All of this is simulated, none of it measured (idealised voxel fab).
Herein follows the process module entitled voxel self aligned contacts.
Cross-section cut spans 270 nm and uses square cells 5 nm in size.
How to read a cross-section here: the picture is a grid of square cells, written as bands going from the top down, and any band can span one or more rows of cells. Within each band entry, the heights of the top and of the bottom of the band appear first, in that order and in nm; the materials of the band then follow from left to right, each with its corresponding width in nm. The designation "throughout" on a single material indicates that it fills the band from edge to edge; the designation "blank" indicates empty space. Measure heights from 0. That's the level where, below it, the as-received wafer is all one material. The lowest band is bottomless and extends downward; write it as in "0 down". When a width is written as two numbers, as in "30 to 40", the first number is the width in the top row of cells of the band and the second is the width in its bottom row, and the width changes by the same amount from each row to the next. For the purposes of this document, the phrase "remained unchanged" attached to a step denotes that no cell within the cross-section was modified by that step. "Fully sealed cavities" - sealed voids, min. 8 cells, no opening to top; format: width x height at distance (distance from left edge; nm throughout). If you see something after the settings on a step's line, that's the simulator's own remark about that step. Steps that use a mask can have "overlay nm" on their line. It says how far the mask sat to the right of where it was meant to be. Negative means to the left.

### The process steps that were planned are listed below
1,RECEIVE | material Si
2,CONFORMAL_DEP | material SiO2 | thk nm 5
3,DIRECTIONAL_DEP | material polySi | thk nm 25
4,DIRECTIONAL_DEP | material SiN | thk nm 25
5,MASKED_ETCH | tone cover | mask id GATE | width nm 30 | pitch nm 70 | etch materials SiN | depth nm 25 | overlay nm 0
6,MASKED_ETCH | tone cover | mask id GATE | width nm 30 | pitch nm 70 | etch materials polySi | depth nm 25 | overlay nm 0
7,CONFORMAL_DEP | material SiN | thk nm 10
8,DIRECTIONAL_ETCH | etch materials SiN | depth nm 10
9,FILL_DEP | material SiO2 | thk nm 15
10,CMP | height nm 65
11,MASKED_ETCH | tone open | mask id CONTACT | width nm 50 | pitch nm 70 | etch materials SiO2 | depth nm 65 | overlay nm 0
12,CONFORMAL_DEP | material TiN | thk nm 5
13,FILL_DEP | material W | thk nm 5
14,CMP | height nm 65
15,CONFORMAL_DEP | material SiN | thk nm 5

### Cross-sectional view of the wafer in its as-received condition, corresponding to the state after step 1
	0 down | Si throughout
	Fully sealed cavities: none

### End-of-module XS, first of two wafers, run as planned
	70 to 65 | SiN throughout
	65 to 55 | SiO2: 75 / TiN: 5 to 20 / W: 40 to 10 / TiN: 5 to 20 / SiO2: 20 / TiN: 5 to 20 / W: 40 to 10 / TiN: 5 to 20 / SiO2: 75
	55 to 30 | SiO2: 40 / SiN: 50 / TiN: 5 / W: 10 / TiN: 5 / SiN: 50 / TiN: 5 / W: 10 / TiN: 5 / SiN: 50 / SiO2: 40
	30 to 5 | SiO2: 40 / SiN: 10 / polySi: 30 / SiN: 10 / TiN: 5 / W: 10 / TiN: 5 / SiN: 10 / polySi: 30 / SiN: 10 / TiN: 5 / W: 10 / TiN: 5 / SiN: 10 / polySi: 30 / SiN: 10 / SiO2: 40
	5 to 0 | SiO2: 90 / TiN: 20 / SiO2: 50 / TiN: 20 / SiO2: 90
	0 down | Si throughout
	Fully sealed cavities: none

### End-of-module cross-section of the second wafer: identical starting point and process plan to the first, with one processing mistake
	70 to 65 | SiN throughout
	65 to 60 | SiO2: 40 / SiN: 50 / TiN: 5 / W: 10 / TiN: 5 / SiN: 50 / TiN: 5 / W: 10 / TiN: 5 / SiN: 50 / SiO2: 40
	60 to 55 | SiO2: 40 / SiN: 50 / TiN: 20 / SiN: 50 / TiN: 20 / SiN: 50 / SiO2: 40
	55 to 30 | SiN throughout
	30 to 5 | polySi throughout
	5 to 0 | SiO2 throughout
	0 down | Si throughout
	Fully sealed cavities: none
Heads up, the wafer didn't run the way we planned it: execution of plan step 4 occurred twice
Final tally in cells, some materials are higher or lower on the second wafer than on the first: 120 more of SiN; 188 fewer of SiO2; 56 fewer of TiN; 56 fewer of W; 180 more of polySi
